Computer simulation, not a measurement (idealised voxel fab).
Process module in this document: voxel plated lines
Each square cell in cross-section cut measures 5 nm, and the section as a whole is 195 nm wide.
If you're reading a cross-section in this doc, picture square cells in a grid; it comes to you as bands, top ones listed first down to the bottom, and a band can be one or more rows of cells.
Each band's line starts with the height of the band's top and of its bottom, in nm. Then come its materials from left to right, each with its width in nm. One material with "throughout" fills the band from edge to edge. "empty" is empty space.
Ref level 0: as-received wafer is one material below here. Bottom band extends down with no lower bound ("0 nm and below").
The expression "30..40" gives the width at the extremes of the band, the first number at its top row of cells and the second at its bottom row, with the width changing by equal amounts from each row to the next in between.
For the purposes of this document, the phrase "nothing was modified" attached to a step denotes that no cell within the cross-section was modified by that step.
Listed in "Fully sealed cavities": every empty space of 8 or more cells without an open way to the top. Form: width x height at distance, the distance being from the left edge, all in nm.
Step line, after settings: the simulator's comment on this step.
overlay nm: how far to the right of its planned place the mask lay on this masked step (negative: to the left).
Steps planned for the process
| 1 | RECEIVE,material Si |
| 2 | CONFORMAL_DEP,material SiN,thk nm 10 |
| 3 | DIRECTIONAL_DEP,material TiN,thk nm 5 |
| 4 | PATTERN,tone open,mask id LINES,material resist,width nm 20,pitch nm 40,thk nm 15,overlay nm 0 |
| 5 | EPI,material Ru,thk nm 5 |
| 6 | STRIP,etch materials resist |
| 7 | DIRECTIONAL_ETCH,etch materials TiN,depth nm 5 |
| 8 | CONFORMAL_DEP,material SiCN,thk nm 10 |
The value of thk nm given for step 3 in the plan refers to the first wafer; the wafers vary in this setting and are alike at the start.
After step 1, as received: first of several wafers, cross-section
    0 nm and below = Si throughout
    Fully sealed cavities: none
Note: the following table is arranged by wafer, a row apiece. Each row reports the end-of-module state: per material, cells gained (+) or cells lost (-) compared with the wafer as received; closed voids follow
thk nm 5; +12 Ru; +102 SiCN; +78 SiN; +12 TiN; Fully sealed cavities: none
thk nm 10; +12 Ru; +102 SiCN; +78 SiN; +51 TiN; Fully sealed cavities: none
thk nm 15; +12 Ru; +102 SiCN; +78 SiN; +90 TiN; Fully sealed cavities: none
thk nm 20; +12 Ru; +102 SiCN; +78 SiN; +129 TiN; Fully sealed cavities: none
